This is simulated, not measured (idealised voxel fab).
Process module, titled voxel air gaps
The cross-section on display is named cut; it measures 195 nm wide, and its cells are 5 nm squares.
Just so we're on the same page, the cross-sections are grids of square cells, and they're listed out in bands top to bottom, each band one or more rows deep.
Look at the band entry: it leads with the top's height and the bottom's height in nm. Then it lists the materials left to right, with a width in nm for each. The word "full width" on a single material says that material fills the band edge to edge. The word "empty" is empty space.
Beneath 0, the wafer as received is one material, and that level is where height counting begins. The lowest band goes on downward without a bottom; it is written like "0..down".
So if you see something like "30 to 40" for the width, read it as the top row of the band sitting at the first number and the bottom row at the second, with every row in between moving by the same amount as the last.
Any step labelled "everything unchanged" changed none of the cells in the cross-section.
"Completely sealed voids": sealed empty spaces, 8 cells or more, no open way to top, listed width x height at distance, with distance from the left edge and width, height and distance in nm.
Step line, after settings: the simulator's comment on this step.
When a step includes a mask, the "overlay nm" setting on its line states how far to the right of its planned place that mask lay, and negative values state how far to the left.

LIST OF PLANNED PROCESS STEPS
| 1 | RECEIVE, material Si |
| 2 | CONFORMAL_DEP, material SiO2, thk nm 10 |
| 3 | CONFORMAL_DEP, material SiN, thk nm 5 |
| 4 | DIRECTIONAL_DEP, material lowk, thk nm 35 |
| 5 | DIRECTIONAL_DEP, material aC, thk nm 15 |
| 6 | PATTERN, tone open, mask id LINES, material resist, width nm 15, pitch nm 45, thk nm 30, overlay nm 0 |
| 7 | DIRECTIONAL_ETCH, etch materials aC, depth nm 15 |
| 8 | STRIP, etch materials resist |
| 9 | DIRECTIONAL_ETCH, etch materials lowk, depth nm 35 |
| 10 | STRIP, etch materials aC |
| 11 | CONFORMAL_DEP, material TiN, thk nm 5 |
| 12 | FILL_DEP, material Cu, thk nm 5 |
| 13 | CMP, height nm 50 |
| 14 | EPI, material Ru, thk nm 10 |
| 15 | SELECTIVE_ETCH, etch materials lowk, depth nm 45 |
| 16 | CONFORMAL_DEP, material SiN, thk nm 5 |

CROSS-SECTION, INCOMING MATERIAL, AFTER STEP 1
> 0..down | Si full width
> Completely sealed voids: none

THE FOLLOWING CROSS-SECTION DEPICTS THE WAFER UPON CONCLUSION OF THE MODULE. PROCESSING COMMENCED FROM THE STARTING CONDITION ILLUSTRATED ABOVE AND ADHERED TO THE PLAN ILLUSTRATED ABOVE, SAVE FOR ONE MISTAKE IN EXECUTION
> 65..60 | SiN full width
> 60..50 | Ru full width
> 50..20 | 40 nm Cu | 5 nm TiN | 15 nm lowk | 5 nm TiN | 20 nm Cu | 5 nm TiN | 15 nm lowk | 5 nm TiN | 20 nm Cu | 5 nm TiN | 15 nm lowk | 5 nm TiN | 40 nm Cu
> 20..15 | 45 nm TiN | 15 nm lowk | 30 nm TiN | 15 nm lowk | 30 nm TiN | 15 nm lowk | 45 nm TiN
> 15..10 | SiN full width
> 10..0 | SiO2 full width
> 0..down | Si full width
> Completely sealed voids: none
Heads up, the wafer didn't run the way we planned it: not per plan at step 6, really ran PATTERN, tone cover, mask id LINES, material resist, width nm 15, pitch nm 45, thk nm 30, overlay nm 0
